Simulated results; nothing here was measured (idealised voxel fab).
This section sets out a process module, namely voxel trench capacitor.
The width of the displayed cross-section, cut, is 235 nm; its cells are square, with a size of 5 nm.
Reading order for cross-sections: top band down to bottom band. Underlying form: a grid of square cells. Band size: one or more rows of cells.
This entry defines a band. It first specifies the height of the band's top and the height of its bottom in nm, and then specifies the band's materials from left to right, stating each material with its width in nm. The word "edge to edge" identifies a single material that fills the band from edge to edge, while the word "air" identifies empty space.
All heights in this document are referenced to 0, defined as the level beneath which the wafer, as received, consists entirely of one material. The lowest band is not bounded below; it extends indefinitely downward and is written in the form "0 -> down".
A two-number width, for instance "30 to 40", indicates that the width is equal to the first number in the top row of the band and to the second number in the bottom row, and that it changes by a constant amount per row of cells.
Reading "no modification" for a step: not a cell of the cross-section changed in it.
Reported under the label "Fully enclosed voids" are the empty spaces having no open way to the top and comprising 8 cells or more; the notation for each is width x height at distance, in which the distance is measured from the left edge and all three values are in nm.
Formally, on a step line, whatever follows the settings is a remark that the simulator itself makes on the step.
If you see "overlay nm" on a step's line and that step has a mask, it's telling you how far right of where it was planned the mask ended up; a negative number means it went left instead.
-- List of planned process steps
| 1 | RECEIVE: material Si |
| 2 | CONFORMAL_DEP: material SiN, thk nm 5 |
| 3 | MASKED_ETCH: tone open, mask id TRENCH, width nm 25, pitch nm 55, etch materials SiN, depth nm 5, overlay nm 0 |
| 4 | MASKED_ETCH: tone open, mask id TRENCH, width nm 25, pitch nm 55, etch materials Si, depth nm 40, overlay nm 0 |
| 5 | CONFORMAL_DEP: material Al2O3, thk nm 5 |
| 6 | FILL_DEP: material polySi, thk nm 10 |
| 7 | CMP: height nm 5 |
Across this set of wafers, the varied parameter is the thk nm of step 5. Starting conditions are identical for every wafer, and the plan reports the value assigned to the first wafer.
-- The first of several wafers as received, shown in cross-section; this is its state after step 1
> 0 -> down | Si edge to edge
> Fully enclosed voids: none
-- At the end of the module, after its last step, step 7, the first of several wafers appears in cross-section as follows
> 5 -> 0 | SiN: 50; Al2O3: 5; polySi: 15; Al2O3: 5; SiN: 30; Al2O3: 5; polySi: 15; Al2O3: 5; SiN: 30; Al2O3: 5; polySi: 15; Al2O3: 5; SiN: 50
> 0 -> -35 | Si: 50; Al2O3: 5; polySi: 15; Al2O3: 5; Si: 30; Al2O3: 5; polySi: 15; Al2O3: 5; Si: 30; Al2O3: 5; polySi: 15; Al2O3: 5; Si: 50
> -35 -> -40 | Si: 50; Al2O3: 25; Si: 30; Al2O3: 25; Si: 30; Al2O3: 25; Si: 50
> -40 -> down | Si edge to edge
> Fully enclosed voids: none
-- Final wafer cross-section at module end
> 5 -> 0 | SiN: 50; Al2O3: 25; SiN: 30; Al2O3: 25; SiN: 30; Al2O3: 25; SiN: 50
> 0 -> -40 | Si: 50; Al2O3: 25; Si: 30; Al2O3: 25; Si: 30; Al2O3: 25; Si: 50
> -40 -> down | Si edge to edge
> Fully enclosed voids: none
-- The table below has one row for each wafer; a row shows, as of the end of the module, how many cells of each material the wafer has gained, marked (+), or lost, marked (-), since it was received, and then the wafer's closed voids
thk nm 5, +63 Al2O3, -120 Si, +32 SiN, +72 polySi, Fully enclosed voids: none
thk nm 10, +114 Al2O3, -120 Si, +32 SiN, +21 polySi, Fully enclosed voids: none
thk nm 15, +135 Al2O3, -120 Si, +32 SiN, Fully enclosed voids: none
thk nm 20, +135 Al2O3, -120 Si, +32 SiN, Fully enclosed voids: none
